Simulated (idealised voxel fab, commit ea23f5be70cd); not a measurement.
Process module, titled voxel capacitor over wiring
It is cross-section cut that appears here, measuring 265 nm in width, its square cells being 5 nm in size.
Cross-section format: a grid of square cells, given as bands from top to bottom; each band is one or more rows of cells.
Basically the band line says how high the top is and how high the bottom is, in nm, and then what's in it from left to right, every material with its width in nm. Empty space shows up as "empty", and if a single material carries "throughout" it runs the full band edge to edge.
Measure heights from 0. That's the level where, below it, the as-received wafer is all one material. The lowest band is bottomless and extends downward; write it as in "from 0 down".
Width spec "30->40" -> top row of cells at first value, bottom row at second value, equal per-row change in between.
"remains unaltered", as given for a step, is the statement that not any cell of the cross-section underwent a change during that step.
Empty spaces counting at least 8 cells and having no open way to the top are listed in "Enclosed cavity list". The notation width x height at distance is used for each, the distance being from the left edge and all three values in nm.
Read whatever lies past the settings on a step's line as the simulator's own remark about the step.
overlay nm: on a step with a mask, how far right of its planned place the mask lay; negative means left.
## The steps planned for the process are as follows
1: op RECEIVE | material Si
2: op CONFORMAL_DEP | material SiO2 | thk nm 15
3: op CONFORMAL_DEP | material SiCN | thk nm 5
4: op DIRECTIONAL_DEP | material SiO2 | thk nm 15
5: op MASKED_ETCH | tone open | mask id METAL_1 | width nm 25 | pitch nm 85 | etch materials SiO2 | depth nm 15 | overlay nm 0
6: op MASKED_ETCH | tone open | mask id METAL_1 | width nm 25 | pitch nm 85 | etch materials SiCN | depth nm 5 | overlay nm 0
7: op CONFORMAL_DEP | material TiN | thk nm 5
8: op FILL_DEP | material Ru | thk nm 10
9: op CMP | height nm 35
10: op EPI | material Ru | thk nm 5
11: op FILL_DEP | material SiCN | thk nm 5
12: op DIRECTIONAL_DEP | material SiO2 | thk nm 10
13: op PATTERN | tone open | mask id PLUG_1 | material resist | width nm 15 | thk nm 20 | overlay nm 0
14: op DIRECTIONAL_ETCH | etch materials SiO2 | depth nm 10
15: op DIRECTIONAL_ETCH | etch materials SiCN | depth nm 5
16: op STRIP | etch materials resist
17: op CONFORMAL_DEP | material TiN | thk nm 5
18: op FILL_DEP | material Ru | thk nm 5
19: op CMP | height nm 55
20: op DIRECTIONAL_DEP | material TiN | thk nm 10
21: op DIRECTIONAL_DEP | material SiN | thk nm 5
22: op DIRECTIONAL_DEP | material TiN | thk nm 10
23: op DIRECTIONAL_DEP | material aC | thk nm 15
24: op PATTERN | tone cover | mask id UPPER_PLATE | material resist | width nm 65 | thk nm 30 | overlay nm 0
25: op DIRECTIONAL_ETCH | etch materials aC | depth nm 15
26: op STRIP | etch materials resist
27: op DIRECTIONAL_ETCH | etch materials TiN | depth nm 10
28: op DIRECTIONAL_ETCH | etch materials SiN | depth nm 5
29: op STRIP | etch materials aC
30: op DIRECTIONAL_DEP | material aC | thk nm 10
31: op PATTERN | tone cover | mask id LOWER_PLATE | material resist | width nm 75 | thk nm 30 | overlay nm 0
32: op DIRECTIONAL_ETCH | etch materials aC | depth nm 10
33: op STRIP | etch materials resist
34: op DIRECTIONAL_ETCH | etch materials TiN | depth nm 10
35: op STRIP | etch materials aC
36: op FILL_DEP | material SiO2 | thk nm 15
37: op CMP | height nm 90
38: op MASKED_ETCH | tone open | mask id PLUG_2 | width nm 15 | etch materials SiO2 | depth nm 10 | overlay nm 0
39: op CONFORMAL_DEP | material TiN | thk nm 5
40: op FILL_DEP | material Ru | thk nm 10
41: op CMP | height nm 90
42: op CONFORMAL_DEP | material SiCN | thk nm 5
## Wafer cross-section on receipt, i.e. after step 1
* from 0 down  Si throughout
* Enclosed cavity list: none
## Wafer at module end, in section. Began as above, planned as above, run with one mistake
* from 110 to 105  SiCN throughout
* from 105 to 95  Ru throughout
* from 95 to 90  TiN 100 | Ru 5 | TiN 160
* from 90 to 85  SiO2 95 | TiN 5 | Ru 5 | TiN 5 | SiO2 155
* from 85 to 80  SiO2 95 | TiN 15 | SiO2 155
* from 80 to 70  SiO2 85 | TiN 65 | SiO2 115
* from 70 to 65  SiO2 85 | SiN 65 | SiO2 115
* from 65 to 55  SiO2 80 | TiN 75 | SiO2 110
* from 55 to 45  SiO2 85 | TiN 5 | Ru 5 | TiN 5 | SiO2 165
* from 45 to 40  SiCN 85 | TiN 15 | SiCN 165
* from 40 to 35  SiCN 70 | Ru 35 | SiCN 50 | Ru 35 | SiCN 75
* from 35 to 20  SiO2 75 | TiN 5 | Ru 15 | TiN 5 | SiO2 60 | TiN 5 | Ru 15 | TiN 5 | SiO2 80
* from 20 to 15  SiCN 75 | TiN 25 | SiCN 60 | TiN 25 | SiCN 80
* from 15 to 0  SiO2 throughout
* from 0 down  Si throughout
* Enclosed cavity list: none
Diagnosis: the plan's step 41 went unexecuted, having been skipped
